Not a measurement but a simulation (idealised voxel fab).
process module | voxel self aligned contacts
cross-section cut | 260 nm wide | cells 5 nm
A cross-section is a grid of square cells, given in bands from the top down. A band is one or more rows of cells.
Each band's line starts with the height of the band's top and of its bottom, in nm. Then come its materials from left to right, each with its width in nm. One material with "throughout" fills the band from edge to edge. "air" is empty space.
Height 0 is the level under which the wafer as received is all one material. The lowest band goes on downwards, as in "0 down".
A width such as "30 to 40" changes by the same amount from each row of cells to the next, from the band's top row to its bottom row.
"no change" after a step means that no cell of the cross-section changed.
closed voids: empty space of 8 cells or more with no open way to the top, each as width x height at its distance from the left edge, in nm
after a step's settings: what the simulator itself notes on the step
overlay nm, on a step with a mask: how far to the right of its planned place the mask lay; to the left if negative
plan
1 op RECEIVE | material Si
2 op CONFORMAL_DEP | material SiO2 | thk nm 5
3 op DIRECTIONAL_DEP | material polySi | thk nm 20
4 op DIRECTIONAL_DEP | material SiN | thk nm 20
5 op DIRECTIONAL_DEP | material aC | thk nm 10
6 op PATTERN | tone cover | mask id GATE | material resist | width nm 30 | pitch nm 70 | thk nm 25 | overlay nm 0
7 op DIRECTIONAL_ETCH | etch materials aC | depth nm 10
8 op STRIP | etch materials resist
9 op DIRECTIONAL_ETCH | etch materials SiN | depth nm 20
10 op DIRECTIONAL_ETCH | etch materials polySi | depth nm 20
11 op STRIP | etch materials aC
12 op CONFORMAL_DEP | material SiN | thk nm 10
13 op DIRECTIONAL_ETCH | etch materials SiN | depth nm 10
14 op FILL_DEP | material SiO2 | thk nm 20
15 op CMP | height nm 55
16 op MASKED_ETCH | tone open | mask id CONTACT | width nm 50 | pitch nm 70 | etch materials SiO2 | depth nm 55 | overlay nm 0
17 op CONFORMAL_DEP | material TiN | thk nm 5
18 op FILL_DEP | material W | thk nm 5
19 op CMP | height nm 55
20 op CONFORMAL_DEP | material SiN | thk nm 5
first wafer, as planned
as received, after step 1
  0 down: Si throughout
  closed voids: none
after step 2
  5 to 0: SiO2 throughout
  below 0: unchanged
after step 3
  25 to 5: polySi throughout
  below 5: unchanged
after step 4
  45 to 25: SiN throughout
  below 25: unchanged
after step 5
  55 to 45: aC throughout
  below 45: unchanged
after step 6
  80 to 55: air 45 | resist 30 | air 40 | resist 30 | air 40 | resist 30 | air 45
  below 55: unchanged
after step 7
  70 to 55: air 45 | resist 30 | air 40 | resist 30 | air 40 | resist 30 | air 45
  55 to 45: air 45 | aC 30 | air 40 | aC 30 | air 40 | aC 30 | air 45
  below 45: unchanged
after step 8
  55 to 45: air 45 | aC 30 | air 40 | aC 30 | air 40 | aC 30 | air 45
  below 45: unchanged
after step 9
  55 to 45: air 45 | aC 30 | air 40 | aC 30 | air 40 | aC 30 | air 45
  45 to 25: air 45 | SiN 30 | air 40 | SiN 30 | air 40 | SiN 30 | air 45
  below 25: unchanged
after step 10
  55 to 45: air 45 | aC 30 | air 40 | aC 30 | air 40 | aC 30 | air 45
  45 to 25: air 45 | SiN 30 | air 40 | SiN 30 | air 40 | SiN 30 | air 45
  25 to 5: air 45 | polySi 30 | air 40 | polySi 30 | air 40 | polySi 30 | air 45
  below 5: unchanged
after step 11
  45 to 25: air 45 | SiN 30 | air 40 | SiN 30 | air 40 | SiN 30 | air 45
  below 25: unchanged
after step 12
  55 to 25: air 35 | SiN 50 | air 20 | SiN 50 | air 20 | SiN 50 | air 35
  25 to 15: air 35 | SiN 10 | polySi 30 | SiN 10 | air 20 | SiN 10 | polySi 30 | SiN 10 | air 20 | SiN 10 | polySi 30 | SiN 10 | air 35
  15 to 5: SiN 45 | polySi 30 | SiN 40 | polySi 30 | SiN 40 | polySi 30 | SiN 45
  below 5: unchanged
after step 13
  45 to 25: air 35 | SiN 50 | air 20 | SiN 50 | air 20 | SiN 50 | air 35
  25 to 5: air 35 | SiN 10 | polySi 30 | SiN 10 | air 20 | SiN 10 | polySi 30 | SiN 10 | air 20 | SiN 10 | polySi 30 | SiN 10 | air 35
  below 5: unchanged
after step 14
  65 to 45: SiO2 throughout
  45 to 25: SiO2 35 | SiN 50 | SiO2 20 | SiN 50 | SiO2 20 | SiN 50 | SiO2 35
  25 to 5: SiO2 35 | SiN 10 | polySi 30 | SiN 10 | SiO2 20 | SiN 10 | polySi 30 | SiN 10 | SiO2 20 | SiN 10 | polySi 30 | SiN 10 | SiO2 35
  below 5: unchanged
after step 15
  55 to 45: SiO2 throughout
  below 45: unchanged
after step 16
  55 to 45: SiO2 70 | air 50 | SiO2 20 | air 50 | SiO2 70
  45 to 25: SiO2 35 | SiN 50 | air 20 | SiN 50 | air 20 | SiN 50 | SiO2 35
  25 to 5: SiO2 35 | SiN 10 | polySi 30 | SiN 10 | air 20 | SiN 10 | polySi 30 | SiN 10 | air 20 | SiN 10 | polySi 30 | SiN 10 | SiO2 35
  5 to 0: SiO2 85 | air 20 | SiO2 50 | air 20 | SiO2 85
  below 0: unchanged
after step 17
  60 to 55: TiN 75 | air 40 | TiN 30 | air 40 | TiN 75
  55 to 45: SiO2 70 | TiN 5 to 20 | air 40 to 10 | TiN 5 to 20 | SiO2 20 | TiN 5 to 20 | air 40 to 10 | TiN 5 to 20 | SiO2 70
  45 to 25: SiO2 35 | SiN 50 | TiN 5 | air 10 | TiN 5 | SiN 50 | TiN 5 | air 10 | TiN 5 | SiN 50 | SiO2 35
  25 to 5: SiO2 35 | SiN 10 | polySi 30 | SiN 10 | TiN 5 | air 10 | TiN 5 | SiN 10 | polySi 30 | SiN 10 | TiN 5 | air 10 | TiN 5 | SiN 10 | polySi 30 | SiN 10 | SiO2 35
  5 to 0: SiO2 85 | TiN 20 | SiO2 50 | TiN 20 | SiO2 85
  below 0: unchanged
after step 18
  65 to 60: W throughout
  60 to 55: TiN 75 | W 40 | TiN 30 | W 40 | TiN 75
  55 to 45: SiO2 70 | TiN 5 to 20 | W 40 to 10 | TiN 5 to 20 | SiO2 20 | TiN 5 to 20 | W 40 to 10 | TiN 5 to 20 | SiO2 70
  45 to 25: SiO2 35 | SiN 50 | TiN 5 | W 10 | TiN 5 | SiN 50 | TiN 5 | W 10 | TiN 5 | SiN 50 | SiO2 35
  25 to 5: SiO2 35 | SiN 10 | polySi 30 | SiN 10 | TiN 5 | W 10 | TiN 5 | SiN 10 | polySi 30 | SiN 10 | TiN 5 | W 10 | TiN 5 | SiN 10 | polySi 30 | SiN 10 | SiO2 35
  below 5: unchanged
after step 19
  55 to 45: SiO2 70 | TiN 5 to 20 | W 40 to 10 | TiN 5 to 20 | SiO2 20 | TiN 5 to 20 | W 40 to 10 | TiN 5 to 20 | SiO2 70
  below 45: unchanged
after step 20
  60 to 55: SiN throughout
  below 55: unchanged
second wafer: like start, like plan, one mistake. Through step 5 it matches the first wafer
when step 6 should have ended
  80 to 55: air 50 | resist 25 | air 45 | resist 25 | air 45 | resist 25 | air 45
  below 55: unchanged
when step 7 should have ended
  70 to 55: air 50 | resist 25 | air 45 | resist 25 | air 45 | resist 25 | air 45
  55 to 45: air 50 | aC 25 | air 45 | aC 25 | air 45 | aC 25 | air 45
  below 45: unchanged
when step 8 should have ended
  55 to 45: air 50 | aC 25 | air 45 | aC 25 | air 45 | aC 25 | air 45
  below 45: unchanged
when step 9 should have ended
  55 to 45: air 50 | aC 25 | air 45 | aC 25 | air 45 | aC 25 | air 45
  45 to 25: air 50 | SiN 25 | air 45 | SiN 25 | air 45 | SiN 25 | air 45
  below 25: unchanged
when step 10 should have ended
  55 to 45: air 50 | aC 25 | air 45 | aC 25 | air 45 | aC 25 | air 45
  45 to 25: air 50 | SiN 25 | air 45 | SiN 25 | air 45 | SiN 25 | air 45
  25 to 5: air 50 | polySi 25 | air 45 | polySi 25 | air 45 | polySi 25 | air 45
  below 5: unchanged
when step 11 should have ended
  45 to 25: air 50 | SiN 25 | air 45 | SiN 25 | air 45 | SiN 25 | air 45
  below 25: unchanged
when step 12 should have ended
  55 to 25: air 40 | SiN 45 | air 25 | SiN 45 | air 25 | SiN 45 | air 35
  25 to 15: air 40 | SiN 10 | polySi 25 | SiN 10 | air 25 | SiN 10 | polySi 25 | SiN 10 | air 25 | SiN 10 | polySi 25 | SiN 10 | air 35
  15 to 5: SiN 50 | polySi 25 | SiN 45 | polySi 25 | SiN 45 | polySi 25 | SiN 45
  below 5: unchanged
when step 13 should have ended
  45 to 25: air 40 | SiN 45 | air 25 | SiN 45 | air 25 | SiN 45 | air 35
  25 to 5: air 40 | SiN 10 | polySi 25 | SiN 10 | air 25 | SiN 10 | polySi 25 | SiN 10 | air 25 | SiN 10 | polySi 25 | SiN 10 | air 35
  below 5: unchanged
when step 14 should have ended
  65 to 45: SiO2 throughout
  45 to 25: SiO2 40 | SiN 45 | SiO2 25 | SiN 45 | SiO2 25 | SiN 45 | SiO2 35
  25 to 5: SiO2 40 | SiN 10 | polySi 25 | SiN 10 | SiO2 25 | SiN 10 | polySi 25 | SiN 10 | SiO2 25 | SiN 10 | polySi 25 | SiN 10 | SiO2 35
  below 5: unchanged
when step 15 should have ended
  55 to 45: SiO2 throughout
  below 45: unchanged
when step 16 should have ended
  55 to 45: SiO2 70 | air 50 | SiO2 20 | air 50 | SiO2 70
  45 to 25: SiO2 40 | SiN 45 | air 25 | SiN 45 | air 25 | SiN 45 | SiO2 35
  25 to 5: SiO2 40 | SiN 10 | polySi 25 | SiN 10 | air 25 | SiN 10 | polySi 25 | SiN 10 | air 25 | SiN 10 | polySi 25 | SiN 10 | SiO2 35
  5 to 0: SiO2 85 | air 25 | SiO2 45 | air 25 | SiO2 80
  below 0: unchanged
when step 17 should have ended
  60 to 55: TiN 75 | air 40 | TiN 30 | air 40 | TiN 75
  55 to 45: SiO2 70 | TiN 5 to 20 | air 40 to 15 | TiN 5 to 15 | SiO2 20 | TiN 5 to 20 | air 40 to 15 | TiN 5 to 15 | SiO2 70
  45 to 25: SiO2 40 | SiN 45 | TiN 5 | air 15 | TiN 5 | SiN 45 | TiN 5 | air 15 | TiN 5 | SiN 45 | SiO2 35
  25 to 5: SiO2 40 | SiN 10 | polySi 25 | SiN 10 | TiN 5 | air 15 | TiN 5 | SiN 10 | polySi 25 | SiN 10 | TiN 5 | air 15 | TiN 5 | SiN 10 | polySi 25 | SiN 10 | SiO2 35
  5 to 0: SiO2 85 | TiN 25 | SiO2 45 | TiN 25 | SiO2 80
  below 0: unchanged
when step 18 should have ended
  65 to 60: W throughout
  60 to 55: TiN 75 | W 40 | TiN 30 | W 40 | TiN 75
  55 to 45: SiO2 70 | TiN 5 to 20 | W 40 to 15 | TiN 5 to 15 | SiO2 20 | TiN 5 to 20 | W 40 to 15 | TiN 5 to 15 | SiO2 70
  45 to 25: SiO2 40 | SiN 45 | TiN 5 | W 15 | TiN 5 | SiN 45 | TiN 5 | W 15 | TiN 5 | SiN 45 | SiO2 35
  25 to 5: SiO2 40 | SiN 10 | polySi 25 | SiN 10 | TiN 5 | W 15 | TiN 5 | SiN 10 | polySi 25 | SiN 10 | TiN 5 | W 15 | TiN 5 | SiN 10 | polySi 25 | SiN 10 | SiO2 35
  below 5: unchanged
when step 19 should have ended
  55 to 45: SiO2 70 | TiN 5 to 20 | W 40 to 15 | TiN 5 to 15 | SiO2 20 | TiN 5 to 20 | W 40 to 15 | TiN 5 to 15 | SiO2 70
  below 45: unchanged
when step 20 should have ended
  60 to 55: SiN throughout
  below 55: unchanged
what went wrong: step 6 ran as: op PATTERN | tone cover | mask id GATE | material resist | width nm 25 | pitch nm 70 | thk nm 25 | overlay nm 0
at the end the second wafer has, in cells: 12 fewer of SiN | 6 more of SiO2 | 18 more of W | 12 fewer of polySi
